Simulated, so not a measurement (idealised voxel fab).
The process module presented herein is designated voxel released beams.
Xsec cut, 290 nm wide, square cell size 5 nm.
Each cross-section below is a grid of square cells, stated as bands in top-down order, with one or more rows of cells making up each band.
Basically the band line says how high the top is and how high the bottom is, in nm, and then what's in it from left to right, every material with its width in nm. Empty space shows up as "blank", and if a single material carries "everywhere" it runs the full band edge to edge.
Note: height 0 marks the level under which the wafer is uniformly one material as received. Lowest band unbounded below, written "0 down".
A width given as "30 to 40" starts at the first number in the band's top row and ends at the second number in its bottom row, shifting by an equal amount at every step from row to row.
What does "no change" mean for a step? It means no cell of the cross-section changed in that step.
In the "Unvented cavities" entry, you get each enclosed empty space of 8 cells or more, one with no open way to the top, written width x height at distance, distance from the left edge, in nm.
Step line, after settings: the simulator's comment on this step.
overlay nm: on a step with a mask, how far right of its planned place the mask lay; negative means left.
# The steps planned for the process are as follows
| 1 | RECEIVE [material Si] |
| 2 | CONFORMAL_DEP [material Al2O3] [thk nm 10] |
| 3 | DIRECTIONAL_DEP [material SiO2] [thk nm 20] |
| 4 | DIRECTIONAL_DEP [material aC] [thk nm 10] |
| 5 | PATTERN [tone open] [mask id ANCHOR] [material resist] [width nm 40] [thk nm 30] [overlay nm 0] |
| 6 | DIRECTIONAL_ETCH [etch materials aC] [depth nm 10] |
| 7 | STRIP [etch materials resist] |
| 8 | DIRECTIONAL_ETCH [etch materials SiO2] [depth nm 20] |
| 9 | STRIP [etch materials aC] |
| 10 | CONFORMAL_DEP [material SiN] [thk nm 15] |
| 11 | PATTERN [tone cover] [mask id BEAM] [material resist] [width nm 115] [thk nm 15] [overlay nm 0] |
| 12 | DIRECTIONAL_ETCH [etch materials SiN] [depth nm 15] |
| 13 | STRIP [etch materials resist] |
| 14 | STRIP [etch materials SiO2] |
# On the first of the two wafers: run conducted according to plan
# This is the cross-section of the wafer as we received it, i.e. after step 1
0 down  Si everywhere
Unvented cavities: none
# The following cross-section depicts the wafer upon completion of step 2
10 to 0  Al2O3 everywhere
Under the height 0 nothing was changed.
# The following cross-section depicts the wafer upon completion of step 3
30 to 10  SiO2 everywhere
Under the height 10 nothing was changed.
# The following cross-section depicts the wafer upon completion of step 4
40 to 30  aC everywhere
Under the height 30 nothing was changed.
# The following cross-section depicts the wafer upon completion of step 5
70 to 40  resist: 90 / blank: 40 / resist: 160
Under the height 40 nothing was changed.
# The following cross-section depicts the wafer upon completion of step 6
60 to 40  resist: 90 / blank: 40 / resist: 160
40 to 30  aC: 90 / blank: 40 / aC: 160
Under the height 30 nothing was changed.
# The following cross-section depicts the wafer upon completion of step 7
40 to 30  aC: 90 / blank: 40 / aC: 160
Under the height 30 nothing was changed.
# The following cross-section depicts the wafer upon completion of step 8
40 to 30  aC: 90 / blank: 40 / aC: 160
30 to 10  SiO2: 90 / blank: 40 / SiO2: 160
Under the height 10 nothing was changed.
# The following cross-section depicts the wafer upon completion of step 9
30 to 10  SiO2: 90 / blank: 40 / SiO2: 160
Under the height 10 nothing was changed.
# The following cross-section depicts the wafer upon completion of step 10
45 to 30  SiN: 105 / blank: 10 / SiN: 175
30 to 25  SiO2: 90 / SiN: 15 / blank: 10 / SiN: 15 / SiO2: 160
25 to 10  SiO2: 90 / SiN: 40 / SiO2: 160
Under the height 10 nothing was changed.
# The following cross-section depicts the wafer upon completion of step 11
60 to 45  blank: 85 / resist: 115 / blank: 90
45 to 30  SiN: 105 / resist: 10 / SiN: 175
30 to 25  SiO2: 90 / SiN: 15 / resist: 10 / SiN: 15 / SiO2: 160
Under the height 25 nothing was changed.
# The following cross-section depicts the wafer upon completion of step 12
60 to 45  blank: 85 / resist: 115 / blank: 90
45 to 30  blank: 85 / SiN: 20 / resist: 10 / SiN: 85 / blank: 90
Under the height 30 nothing was changed.
# The following cross-section depicts the wafer upon completion of step 13
45 to 30  blank: 85 / SiN: 20 / blank: 10 / SiN: 85 / blank: 90
30 to 25  SiO2: 90 / SiN: 15 / blank: 10 / SiN: 15 / SiO2: 160
Under the height 25 nothing was changed.
# The following cross-section depicts the wafer upon completion of step 14
45 to 30  blank: 85 / SiN: 20 / blank: 10 / SiN: 85 / blank: 90
30 to 25  blank: 90 / SiN: 15 / blank: 10 / SiN: 15 / blank: 160
25 to 10  blank: 90 / SiN: 40 / blank: 160
Under the height 10 nothing was changed.
# Wafer two of the pair: same origin, same plan, one error during the run; identical to wafer one up to and including step 10
# The second wafer cut through, at the time step 11 was supposed to be finished
60 to 45  blank: 75 / resist: 115 / blank: 100
45 to 30  SiN: 105 / resist: 10 / SiN: 175
30 to 25  SiO2: 90 / SiN: 15 / resist: 10 / SiN: 15 / SiO2: 160
Under the height 25 nothing was changed.
# The second wafer cut through, at the time step 12 was supposed to be finished
60 to 45  blank: 75 / resist: 115 / blank: 100
45 to 30  blank: 75 / SiN: 30 / resist: 10 / SiN: 75 / blank: 100
Under the height 30 nothing was changed.
# The second wafer cut through, at the time step 13 was supposed to be finished
45 to 30  blank: 75 / SiN: 30 / blank: 10 / SiN: 75 / blank: 100
30 to 25  SiO2: 90 / SiN: 15 / blank: 10 / SiN: 15 / SiO2: 160
Under the height 25 nothing was changed.
# The second wafer cut through, at the time step 14 was supposed to be finished
45 to 30  blank: 75 / SiN: 30 / blank: 10 / SiN: 75 / blank: 100
30 to 25  blank: 90 / SiN: 15 / blank: 10 / SiN: 15 / blank: 160
25 to 10  blank: 90 / SiN: 40 / blank: 160
Under the height 10 nothing was changed.
what went wrong: step 11, actual vs plan mismatch, actual run PATTERN [tone cover] [mask id BEAM] [material resist] [width nm 115] [thk nm 15] [overlay nm -10]
Tallied in cells, the final second wafer holds each material in the same quantity as the first, although not at the same places.
